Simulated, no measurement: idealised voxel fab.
This section sets out a process module, namely voxel self aligned vias.
This is section cut - it's 265 nm across, gridded in 5 nm square cells.
For the purposes of this document, a cross-section shall be understood as a grid of square cells, specified as bands listed in top-to-bottom order, each band consisting of one or more rows of cells.
Heights first: top, then bottom, in nm. Then materials, left to right, each with a width in nm. "full width" on a single material: fills the band edge to edge. "empty": empty space.
Zero point of the height axis is 0; under it, received wafer = one material. Lowest band: continues down indefinitely, "0 down".
Graded width ("30->40"): value in top row of band = first number; value in bottom row = second number; row-to-row change constant.
You'll sometimes find "identical to before" written for a step, and that's the way of saying that nowhere in the cross-section did a cell change during that step.
"Closed void register" - sealed voids, min. 8 cells, no opening to top; format: width x height at distance (distance from left edge; nm throughout).
If you see something after the settings on a step's line, that's the simulator's own remark about that step.
Steps that use a mask can have "overlay nm" on their line. It says how far the mask sat to the right of where it was meant to be. Negative means to the left.
The remainder of this document consists of a sequence of paired cross-sections. Each pair presents the cross-section prior to one process step together with the cross-section following it, the latter being rendered only as deep as the lowest band that underwent change. The intervening step, together with its settings, is stated beneath each pair. Because the pairs may originate from different runs of this module on the same starting wafer, a given pair is to be read as continuing from the preceding pair only where its entry headed "Pre-step view" so indicates.

## Pre-step view
  55 to 40: 85 nm SiO2, 5 nm TiN, 20 nm Ru, 5 nm TiN, 30 nm SiO2, 5 nm TiN, 20 nm Ru, 5 nm TiN, 90 nm SiO2
  40 to 30: 85->90 nm SiO2, 10->5 nm TiN, 10 nm Ru, 10->5 nm TiN, 30->40 nm SiO2, 10->5 nm TiN, 10 nm Ru, 10->5 nm TiN, 90->95 nm SiO2
  30 to 25: 90 nm SiO2, 20 nm TiN, 40 nm SiO2, 20 nm TiN, 95 nm SiO2
  25 to 20: 90 nm SiO2, 20 nm SiN, 40 nm SiO2, 20 nm SiN, 95 nm SiO2
  20 to 15: 90 nm SiO2, 20 nm TiN, 40 nm SiO2, 20 nm TiN, 95 nm SiO2
  15 to 10: SiCN full width
  10 to 0: SiO2 full width
  0 down: Si full width
  Closed void register: none

## Cross-Section Thereafter
  60 to 55: SiCN full width
  Lower than 55, everything is as it was.
  Closed void register: none
The step occurring between the two cross-sections depicted above is identified as CONFORMAL_DEP, material SiCN, thk nm 5

## Pre-step view
  55 to 35: SiO2 full width
  35 to 25: 90 nm SiO2, 20 nm SiN, 40 nm SiO2, 20 nm SiN, 95 nm SiO2
  25 to 20: 90 nm SiO2, 5 nm TiN, 10 nm Ru, 5 nm TiN, 40 nm SiO2, 5 nm TiN, 10 nm Ru, 5 nm TiN, 95 nm SiO2
  20 to 15: 90 nm SiO2, 20 nm TiN, 40 nm SiO2, 20 nm TiN, 95 nm SiO2
  15 to 10: SiCN full width
  10 to 0: SiO2 full width
  0 down: Si full width
  Closed void register: none

## Cross-Section Thereafter
  75 to 55: 90 nm resist, 25 nm empty, 35 nm resist, 25 nm empty, 90 nm resist
  Lower than 55, everything is as it was.
  Closed void register: none
The step occurring between the two cross-sections depicted above is identified as PATTERN, tone open, mask id VIAS, material resist, width nm 25, pitch nm 60, thk nm 20, overlay nm 0

Pre-step view: identical to the post-step cross-section of the immediately preceding pair.

## Cross-Section Thereafter
  75 to 55: 90 nm resist, 25 nm empty, 35 nm resist, 25 nm empty, 90 nm resist
  55 to 35: 90 nm SiO2, 25 nm empty, 35 nm SiO2, 25 nm empty, 90 nm SiO2
  Lower than 35, everything is as it was.
  Closed void register: none
The step occurring between the two cross-sections depicted above is identified as DIRECTIONAL_ETCH, etch materials SiO2, depth nm 20

Pre-step view: identical to the post-step cross-section of the immediately preceding pair.

## Cross-Section Thereafter
  75 to 55: 90 nm resist, 25 nm empty, 35 nm resist, 25 nm empty, 90 nm resist
  55 to 35: 90 nm SiO2, 25 nm empty, 35 nm SiO2, 25 nm empty, 90 nm SiO2
  35 to 25: 90 nm SiO2, 20 nm empty, 40 nm SiO2, 20 nm empty, 95 nm SiO2
  Lower than 25, everything is as it was.
  Closed void register: none
The step occurring between the two cross-sections depicted above is identified as DIRECTIONAL_ETCH, etch materials SiN, depth nm 10

Pre-step view: identical to the post-step cross-section of the immediately preceding pair.

## Cross-Section Thereafter
  55 to 35: 90 nm SiO2, 25 nm empty, 35 nm SiO2, 25 nm empty, 90 nm SiO2
  Lower than 35, everything is as it was.
  Closed void register: none
The step occurring between the two cross-sections depicted above is identified as STRIP, etch materials resist

Pre-step view: identical to the post-step cross-section of the immediately preceding pair.

## Cross-Section Thereafter
  60 to 55: 95 nm TiN, 15 nm empty, 45 nm TiN, 15 nm empty, 95 nm TiN
  55 to 40: 90 nm SiO2, 5 nm TiN, 15 nm empty, 5 nm TiN, 35 nm SiO2, 5 nm TiN, 15 nm empty, 5 nm TiN, 90 nm SiO2
  40 to 30: 90 nm SiO2, 5 nm TiN, 10 nm empty, 10->5 nm TiN, 35->40 nm SiO2, 5 nm TiN, 10 nm empty, 10->5 nm TiN, 90->95 nm SiO2
  30 to 25: 90 nm SiO2, 20 nm TiN, 40 nm SiO2, 20 nm TiN, 95 nm SiO2
  Lower than 25, everything is as it was.
  Closed void register: none
The step occurring between the two cross-sections depicted above is identified as CONFORMAL_DEP, material TiN, thk nm 5

Pre-step view: identical to the post-step cross-section of the immediately preceding pair.

## Cross-Section Thereafter
  70 to 60: Ru full width
  60 to 55: 95 nm TiN, 15 nm Ru, 45 nm TiN, 15 nm Ru, 95 nm TiN
  55 to 40: 90 nm SiO2, 5 nm TiN, 15 nm Ru, 5 nm TiN, 35 nm SiO2, 5 nm TiN, 15 nm Ru, 5 nm TiN, 90 nm SiO2
  40 to 30: 90 nm SiO2, 5 nm TiN, 10 nm Ru, 10->5 nm TiN, 35->40 nm SiO2, 5 nm TiN, 10 nm Ru, 10->5 nm TiN, 90->95 nm SiO2
  Lower than 30, everything is as it was.
  Closed void register: none
The step occurring between the two cross-sections depicted above is identified as FILL_DEP, material Ru, thk nm 10

Pre-step view: identical to the post-step cross-section of the immediately preceding pair.

## Cross-Section Thereafter
  55 to 40: 90 nm SiO2, 5 nm TiN, 15 nm Ru, 5 nm TiN, 35 nm SiO2, 5 nm TiN, 15 nm Ru, 5 nm TiN, 90 nm SiO2
  Lower than 40, everything is as it was.
  Closed void register: none
The step occurring between the two cross-sections depicted above is identified as CMP, height nm 55

Pre-step view: identical to the post-step cross-section of the immediately preceding pair.

## Cross-Section Thereafter
  60 to 55: SiCN full width
  Lower than 55, everything is as it was.
  Closed void register: none
The step occurring between the two cross-sections depicted above is identified as CONFORMAL_DEP, material SiCN, thk nm 5

## Pre-step view
  35 to 15: SiO2 full width
  15 to 10: SiCN full width
  10 to 0: SiO2 full width
  0 down: Si full width
  Closed void register: none

## Cross-Section Thereafter
  35 to 15: 95 nm SiO2, 20 nm empty, 40 nm SiO2, 20 nm empty, 90 nm SiO2
  Lower than 15, everything is as it was.
  Closed void register: none
The step occurring between the two cross-sections depicted above is identified as MASKED_ETCH, tone open, mask id LINES, width nm 20, pitch nm 60, etch materials SiO2, depth nm 20, overlay nm 5

Pre-step view: identical to the post-step cross-section of the immediately preceding pair.

## Cross-Section Thereafter
  40 to 35: 100 nm TiN, 10 nm empty, 50 nm TiN, 10 nm empty, 95 nm TiN
  35 to 20: 95 nm SiO2, 5 nm TiN, 10 nm empty, 5 nm TiN, 40 nm SiO2, 5 nm TiN, 10 nm empty, 5 nm TiN, 90 nm SiO2
  20 to 15: 95 nm SiO2, 20 nm TiN, 40 nm SiO2, 20 nm TiN, 90 nm SiO2
  Lower than 15, everything is as it was.
  Closed void register: none
The step occurring between the two cross-sections depicted above is identified as CONFORMAL_DEP, material TiN, thk nm 5

Pre-step view: identical to the post-step cross-section of the immediately preceding pair.

## Cross-Section Thereafter
  50 to 40: Ru full width
  40 to 35: 100 nm TiN, 10 nm Ru, 50 nm TiN, 10 nm Ru, 95 nm TiN
  35 to 20: 95 nm SiO2, 5 nm TiN, 10 nm Ru, 5 nm TiN, 40 nm SiO2, 5 nm TiN, 10 nm Ru, 5 nm TiN, 90 nm SiO2
  Lower than 20, everything is as it was.
  Closed void register: none
The step occurring between the two cross-sections depicted above is identified as FILL_DEP, material Ru, thk nm 10

Pre-step view: identical to the post-step cross-section of the immediately preceding pair.

## Cross-Section Thereafter
  35 to 20: 95 nm SiO2, 5 nm TiN, 10 nm Ru, 5 nm TiN, 40 nm SiO2, 5 nm TiN, 10 nm Ru, 5 nm TiN, 90 nm SiO2
  Lower than 20, everything is as it was.
  Closed void register: none
The step occurring between the two cross-sections depicted above is identified as CMP, height nm 35

Pre-step view: identical to the post-step cross-section of the immediately preceding pair.

## Cross-Section Thereafter
  35 to 25: 95 nm SiO2, 20 nm empty, 40 nm SiO2, 20 nm empty, 90 nm SiO2
  Lower than 25, everything is as it was.
  Closed void register: none
The step occurring between the two cross-sections depicted above is identified as SELECTIVE_ETCH, etch materials W Ru TiN, depth nm 10

Pre-step view: identical to the post-step cross-section of the immediately preceding pair.

## Cross-Section Thereafter
  40 to 35: SiN full width
  35 to 25: 95 nm SiO2, 20 nm SiN, 40 nm SiO2, 20 nm SiN, 90 nm SiO2
  Lower than 25, everything is as it was.
  Closed void register: none
The step occurring between the two cross-sections depicted above is identified as FILL_DEP, material SiN, thk nm 5

Pre-step view: identical to the post-step cross-section of the immediately preceding pair.

## Cross-Section Thereafter
  35 to 25: 95 nm SiO2, 20 nm SiN, 40 nm SiO2, 20 nm SiN, 90 nm SiO2
  Lower than 25, everything is as it was.
  Closed void register: none
The step occurring between the two cross-sections depicted above is identified as CMP, height nm 35

Pre-step view: identical to the post-step cross-section of the immediately preceding pair.

## Cross-Section Thereafter
  55 to 35: SiO2 full width
  Lower than 35, everything is as it was.
  Closed void register: none
The step occurring between the two cross-sections depicted above is identified as DIRECTIONAL_DEP, material SiO2, thk nm 20

Pre-step view: identical to the post-step cross-section of the immediately preceding pair.

## Cross-Section Thereafter
  75 to 55: 85 nm resist, 30 nm empty, 30 nm resist, 30 nm empty, 90 nm resist
  Lower than 55, everything is as it was.
  Closed void register: none
The step occurring between the two cross-sections depicted above is identified as PATTERN, tone open, mask id VIAS, material resist, width nm 30, pitch nm 60, thk nm 20, overlay nm 0

Pre-step view: identical to the post-step cross-section of the immediately preceding pair.

## Cross-Section Thereafter
  75 to 55: 85 nm resist, 30 nm empty, 30 nm resist, 30 nm empty, 90 nm resist
  55 to 35: 85 nm SiO2, 30 nm empty, 30 nm SiO2, 30 nm empty, 90 nm SiO2
  Lower than 35, everything is as it was.
  Closed void register: none
The step occurring between the two cross-sections depicted above is identified as DIRECTIONAL_ETCH, etch materials SiO2, depth nm 20

Pre-step view: identical to the post-step cross-section of the immediately preceding pair.

## Cross-Section Thereafter
  75 to 55: 85 nm resist, 30 nm empty, 30 nm resist, 30 nm empty, 90 nm resist
  55 to 35: 85 nm SiO2, 30 nm empty, 30 nm SiO2, 30 nm empty, 90 nm SiO2
  35 to 25: 95 nm SiO2, 20 nm empty, 40 nm SiO2, 20 nm empty, 90 nm SiO2
  Lower than 25, everything is as it was.
  Closed void register: none
The step occurring between the two cross-sections depicted above is identified as DIRECTIONAL_ETCH, etch materials SiN, depth nm 10

Pre-step view: identical to the post-step cross-section of the immediately preceding pair.

## Cross-Section Thereafter
  55 to 35: 85 nm SiO2, 30 nm empty, 30 nm SiO2, 30 nm empty, 90 nm SiO2
  Lower than 35, everything is as it was.
  Closed void register: none
The step occurring between the two cross-sections depicted above is identified as STRIP, etch materials resist

Pre-step view: identical to the post-step cross-section of the immediately preceding pair.

## Cross-Section Thereafter
  60 to 55: 90 nm TiN, 20 nm empty, 40 nm TiN, 20 nm empty, 95 nm TiN
  55 to 40: 85 nm SiO2, 5 nm TiN, 20 nm empty, 5 nm TiN, 30 nm SiO2, 5 nm TiN, 20 nm empty, 5 nm TiN, 90 nm SiO2
  40 to 30: 85->95 nm SiO2, 15->5 nm TiN, 10 nm empty, 5 nm TiN, 30->40 nm SiO2, 15->5 nm TiN, 10 nm empty, 5 nm TiN, 90 nm SiO2
  30 to 25: 95 nm SiO2, 20 nm TiN, 40 nm SiO2, 20 nm TiN, 90 nm SiO2
  Lower than 25, everything is as it was.
  Closed void register: none
The step occurring between the two cross-sections depicted above is identified as CONFORMAL_DEP, material TiN, thk nm 5

Pre-step view: identical to the post-step cross-section of the immediately preceding pair.

## Cross-Section Thereafter
  70 to 60: Ru full width
  60 to 55: 90 nm TiN, 20 nm Ru, 40 nm TiN, 20 nm Ru, 95 nm TiN
  55 to 40: 85 nm SiO2, 5 nm TiN, 20 nm Ru, 5 nm TiN, 30 nm SiO2, 5 nm TiN, 20 nm Ru, 5 nm TiN, 90 nm SiO2
  40 to 30: 85->95 nm SiO2, 15->5 nm TiN, 10 nm Ru, 5 nm TiN, 30->40 nm SiO2, 15->5 nm TiN, 10 nm Ru, 5 nm TiN, 90 nm SiO2
  Lower than 30, everything is as it was.
  Closed void register: none
The step occurring between the two cross-sections depicted above is identified as FILL_DEP, material Ru, thk nm 10

Pre-step view: identical to the post-step cross-section of the immediately preceding pair.

## Cross-Section Thereafter
  55 to 40: 85 nm SiO2, 5 nm TiN, 20 nm Ru, 5 nm TiN, 30 nm SiO2, 5 nm TiN, 20 nm Ru, 5 nm TiN, 90 nm SiO2
  Lower than 40, everything is as it was.
  Closed void register: none
The step occurring between the two cross-sections depicted above is identified as CMP, height nm 55

Pre-step view: identical to the post-step cross-section of the immediately preceding pair.

## Cross-Section Thereafter
  60 to 55: SiCN full width
  Lower than 55, everything is as it was.
  Closed void register: none
The step occurring between the two cross-sections depicted above is identified as CONFORMAL_DEP, material SiCN, thk nm 5

## Pre-step view
  0 down: Si full width
  Closed void register: none

## Cross-Section Thereafter
  10 to 0: SiN full width
  Lower than 0, everything is as it was.
  Closed void register: none
The step occurring between the two cross-sections depicted above is identified as CONFORMAL_DEP, material SiN, thk nm 10

Pre-step view: identical to the post-step cross-section of the immediately preceding pair.

## Cross-Section Thereafter
  15 to 10: SiCN full width
  Lower than 10, everything is as it was.
  Closed void register: none
The step occurring between the two cross-sections depicted above is identified as CONFORMAL_DEP, material SiCN, thk nm 5

Pre-step view: identical to the post-step cross-section of the immediately preceding pair.

## Cross-Section Thereafter
  35 to 15: SiO2 full width
  Lower than 15, everything is as it was.
  Closed void register: none
The step occurring between the two cross-sections depicted above is identified as DIRECTIONAL_DEP, material SiO2, thk nm 20

Pre-step view: identical to the post-step cross-section of the immediately preceding pair.

## Cross-Section Thereafter
  35 to 15: 90 nm SiO2, 20 nm empty, 40 nm SiO2, 20 nm empty, 95 nm SiO2
  Lower than 15, everything is as it was.
  Closed void register: none
The step occurring between the two cross-sections depicted above is identified as MASKED_ETCH, tone open, mask id LINES, width nm 20, pitch nm 60, etch materials SiO2, depth nm 20, overlay nm 0

Pre-step view: identical to the post-step cross-section of the immediately preceding pair.

## Cross-Section Thereafter
  40 to 35: 95 nm TiN, 10 nm empty, 50 nm TiN, 10 nm empty, 100 nm TiN
  35 to 20: 90 nm SiO2, 5 nm TiN, 10 nm empty, 5 nm TiN, 40 nm SiO2, 5 nm TiN, 10 nm empty, 5 nm TiN, 95 nm SiO2
  20 to 15: 90 nm SiO2, 20 nm TiN, 40 nm SiO2, 20 nm TiN, 95 nm SiO2
  Lower than 15, everything is as it was.
  Closed void register: none
The step occurring between the two cross-sections depicted above is identified as CONFORMAL_DEP, material TiN, thk nm 5

Pre-step view: identical to the post-step cross-section of the immediately preceding pair.

## Cross-Section Thereafter
  50 to 40: Ru full width
  40 to 35: 95 nm TiN, 10 nm Ru, 50 nm TiN, 10 nm Ru, 100 nm TiN
  35 to 20: 90 nm SiO2, 5 nm TiN, 10 nm Ru, 5 nm TiN, 40 nm SiO2, 5 nm TiN, 10 nm Ru, 5 nm TiN, 95 nm SiO2
  Lower than 20, everything is as it was.
  Closed void register: none
The step occurring between the two cross-sections depicted above is identified as FILL_DEP, material Ru, thk nm 10

Pre-step view: identical to the post-step cross-section of the immediately preceding pair.

## Cross-Section Thereafter
  35 to 20: 90 nm SiO2, 5 nm TiN, 10 nm Ru, 5 nm TiN, 40 nm SiO2, 5 nm TiN, 10 nm Ru, 5 nm TiN, 95 nm SiO2
  Lower than 20, everything is as it was.
  Closed void register: none
The step occurring between the two cross-sections depicted above is identified as CMP, height nm 35

Pre-step view: identical to the post-step cross-section of the immediately preceding pair.

## Cross-Section Thereafter
  35 to 25: 90 nm SiO2, 20 nm empty, 40 nm SiO2, 20 nm empty, 95 nm SiO2
  Lower than 25, everything is as it was.
  Closed void register: none
The step occurring between the two cross-sections depicted above is identified as SELECTIVE_ETCH, etch materials W Ru TiN, depth nm 10

Pre-step view: identical to the post-step cross-section of the immediately preceding pair.

## Cross-Section Thereafter
  40 to 35: SiN full width
  35 to 25: 90 nm SiO2, 20 nm SiN, 40 nm SiO2, 20 nm SiN, 95 nm SiO2
  Lower than 25, everything is as it was.
  Closed void register: none
The step occurring between the two cross-sections depicted above is identified as FILL_DEP, material SiN, thk nm 5

Pre-step view: identical to the post-step cross-section of the immediately preceding pair.

## Cross-Section Thereafter
  35 to 25: 90 nm SiO2, 20 nm SiN, 40 nm SiO2, 20 nm SiN, 95 nm SiO2
  Lower than 25, everything is as it was.
  Closed void register: none
The step occurring between the two cross-sections depicted above is identified as CMP, height nm 35

Pre-step view: identical to the post-step cross-section of the immediately preceding pair.

## Cross-Section Thereafter
  55 to 35: SiO2 full width
  Lower than 35, everything is as it was.
  Closed void register: none
The step occurring between the two cross-sections depicted above is identified as DIRECTIONAL_DEP, material SiO2, thk nm 20

Pre-step view: identical to the post-step cross-section of the immediately preceding pair.

## Cross-Section Thereafter
  75 to 55: 85 nm resist, 30 nm empty, 30 nm resist, 30 nm empty, 90 nm resist
  Lower than 55, everything is as it was.
  Closed void register: none
The step occurring between the two cross-sections depicted above is identified as PATTERN, tone open, mask id VIAS, material resist, width nm 30, pitch nm 60, thk nm 20, overlay nm 0

Pre-step view: identical to the post-step cross-section of the immediately preceding pair.

## Cross-Section Thereafter
  75 to 55: 85 nm resist, 30 nm empty, 30 nm resist, 30 nm empty, 90 nm resist
  55 to 35: 85 nm SiO2, 30 nm empty, 30 nm SiO2, 30 nm empty, 90 nm SiO2
  Lower than 35, everything is as it was.
  Closed void register: none
The step occurring between the two cross-sections depicted above is identified as DIRECTIONAL_ETCH, etch materials SiO2, depth nm 20

Pre-step view: identical to the post-step cross-section of the immediately preceding pair.

## Cross-Section Thereafter
  75 to 55: 85 nm resist, 30 nm empty, 30 nm resist, 30 nm empty, 90 nm resist
  55 to 35: 85 nm SiO2, 30 nm empty, 30 nm SiO2, 30 nm empty, 90 nm SiO2
  35 to 25: 90 nm SiO2, 20 nm empty, 40 nm SiO2, 20 nm empty, 95 nm SiO2
  Lower than 25, everything is as it was.
  Closed void register: none
The step occurring between the two cross-sections depicted above is identified as DIRECTIONAL_ETCH, etch materials SiN, depth nm 10

Pre-step view: identical to the post-step cross-section of the immediately preceding pair.

## Cross-Section Thereafter
  55 to 35: 85 nm SiO2, 30 nm empty, 30 nm SiO2, 30 nm empty, 90 nm SiO2
  Lower than 35, everything is as it was.
  Closed void register: none
The step occurring between the two cross-sections depicted above is identified as STRIP, etch materials resist

Pre-step view: identical to the post-step cross-section of the immediately preceding pair.

## Cross-Section Thereafter
  60 to 55: 90 nm TiN, 20 nm empty, 40 nm TiN, 20 nm empty, 95 nm TiN
  55 to 40: 85 nm SiO2, 5 nm TiN, 20 nm empty, 5 nm TiN, 30 nm SiO2, 5 nm TiN, 20 nm empty, 5 nm TiN, 90 nm SiO2
  40 to 30: 85->90 nm SiO2, 10->5 nm TiN, 10 nm empty, 10->5 nm TiN, 30->40 nm SiO2, 10->5 nm TiN, 10 nm empty, 10->5 nm TiN, 90->95 nm SiO2
  30 to 25: 90 nm SiO2, 20 nm TiN, 40 nm SiO2, 20 nm TiN, 95 nm SiO2
  Lower than 25, everything is as it was.
  Closed void register: none
The step occurring between the two cross-sections depicted above is identified as CONFORMAL_DEP, material TiN, thk nm 5

Pre-step view: identical to the post-step cross-section of the immediately preceding pair.

## Cross-Section Thereafter
  70 to 60: Ru full width
  60 to 55: 90 nm TiN, 20 nm Ru, 40 nm TiN, 20 nm Ru, 95 nm TiN
  55 to 40: 85 nm SiO2, 5 nm TiN, 20 nm Ru, 5 nm TiN, 30 nm SiO2, 5 nm TiN, 20 nm Ru, 5 nm TiN, 90 nm SiO2
  40 to 30: 85->90 nm SiO2, 10->5 nm TiN, 10 nm Ru, 10->5 nm TiN, 30->40 nm SiO2, 10->5 nm TiN, 10 nm Ru, 10->5 nm TiN, 90->95 nm SiO2
  Lower than 30, everything is as it was.
  Closed void register: none
The step occurring between the two cross-sections depicted above is identified as FILL_DEP, material Ru, thk nm 10

Pre-step view: identical to the post-step cross-section of the immediately preceding pair.

## Cross-Section Thereafter
  55 to 40: 85 nm SiO2, 5 nm TiN, 20 nm Ru, 5 nm TiN, 30 nm SiO2, 5 nm TiN, 20 nm Ru, 5 nm TiN, 90 nm SiO2
  Lower than 40, everything is as it was.
  Closed void register: none
The step occurring between the two cross-sections depicted above is identified as CMP, height nm 55

Pre-step view: identical to the post-step cross-section of the immediately preceding pair.

## Cross-Section Thereafter
  60 to 55: SiCN full width
  Lower than 55, everything is as it was.
  Closed void register: none
The step occurring between the two cross-sections depicted above is identified as CONFORMAL_DEP, material SiCN, thk nm 5

## Pre-step view
  55 to 35: SiO2 full width
  35 to 25: 90 nm SiO2, 20 nm SiN, 40 nm SiO2, 20 nm SiN, 95 nm SiO2
  25 to 20: 90 nm SiO2, 5 nm TiN, 10 nm Ru, 5 nm TiN, 40 nm SiO2, 5 nm TiN, 10 nm Ru, 5 nm TiN, 95 nm SiO2
  20 to 15: 90 nm SiO2, 20 nm TiN, 40 nm SiO2, 20 nm TiN, 95 nm SiO2
  15 to 10: SiCN full width
  10 to 0: SiO2 full width
  0 down: Si full width
  Closed void register: none

## Cross-Section Thereafter
  75 to 55: 85 nm empty, 30 nm resist, 30 nm empty, 30 nm resist, 90 nm empty
  Lower than 55, everything is as it was.
  Closed void register: none
The step occurring between the two cross-sections depicted above is identified as PATTERN, tone cover, mask id VIAS, material resist, width nm 30, pitch nm 60, thk nm 20, overlay nm 0

Pre-step view: identical to the post-step cross-section of the immediately preceding pair.

## Cross-Section Thereafter
  75 to 55: 85 nm empty, 30 nm resist, 30 nm empty, 30 nm resist, 90 nm empty
  55 to 35: 85 nm empty, 30 nm SiO2, 30 nm empty, 30 nm SiO2, 90 nm empty
  Lower than 35, everything is as it was.
  Closed void register: none
The step occurring between the two cross-sections depicted above is identified as DIRECTIONAL_ETCH, etch materials SiO2, depth nm 20

Pre-step view: identical to the post-step cross-section of the immediately preceding pair.

## Cross-Section Thereafter
  55 to 35: 85 nm empty, 30 nm SiO2, 30 nm empty, 30 nm SiO2, 90 nm empty
  Lower than 35, everything is as it was.
  Closed void register: none
The step occurring between the two cross-sections depicted above is identified as STRIP, etch materials resist

Pre-step view: identical to the post-step cross-section of the immediately preceding pair.

## Cross-Section Thereafter
  60 to 55: 80 nm empty, 40 nm TiN, 20 nm empty, 40 nm TiN, 85 nm empty
  55 to 40: 80 nm empty, 5 nm TiN, 30 nm SiO2, 5 nm TiN, 20 nm empty, 5 nm TiN, 30 nm SiO2, 5 nm TiN, 85 nm empty
  40 to 35: 85 nm TiN, 30 nm SiO2, 30 nm TiN, 30 nm SiO2, 90 nm TiN
  Lower than 35, everything is as it was.
  Closed void register: none
The step occurring between the two cross-sections depicted above is identified as CONFORMAL_DEP, material TiN, thk nm 5

Pre-step view: identical to the post-step cross-section of the immediately preceding pair.

## Cross-Section Thereafter
  70 to 60: Ru full width
  60 to 55: 80 nm Ru, 40 nm TiN, 20 nm Ru, 40 nm TiN, 85 nm Ru
  55 to 40: 80 nm Ru, 5 nm TiN, 30 nm SiO2, 5 nm TiN, 20 nm Ru, 5 nm TiN, 30 nm SiO2, 5 nm TiN, 85 nm Ru
  Lower than 40, everything is as it was.
  Closed void register: none
The step occurring between the two cross-sections depicted above is identified as FILL_DEP, material Ru, thk nm 10

Pre-step view: identical to the post-step cross-section of the immediately preceding pair.

## Cross-Section Thereafter
  55 to 40: 80 nm Ru, 5 nm TiN, 30 nm SiO2, 5 nm TiN, 20 nm Ru, 5 nm TiN, 30 nm SiO2, 5 nm TiN, 85 nm Ru
  Lower than 40, everything is as it was.
  Closed void register: none
The step occurring between the two cross-sections depicted above is identified as CMP, height nm 55

Pre-step view: identical to the post-step cross-section of the immediately preceding pair.

## Cross-Section Thereafter
  60 to 55: SiCN full width
  Lower than 55, everything is as it was.
  Closed void register: none
The step occurring between the two cross-sections depicted above is identified as CONFORMAL_DEP, material SiCN, thk nm 5
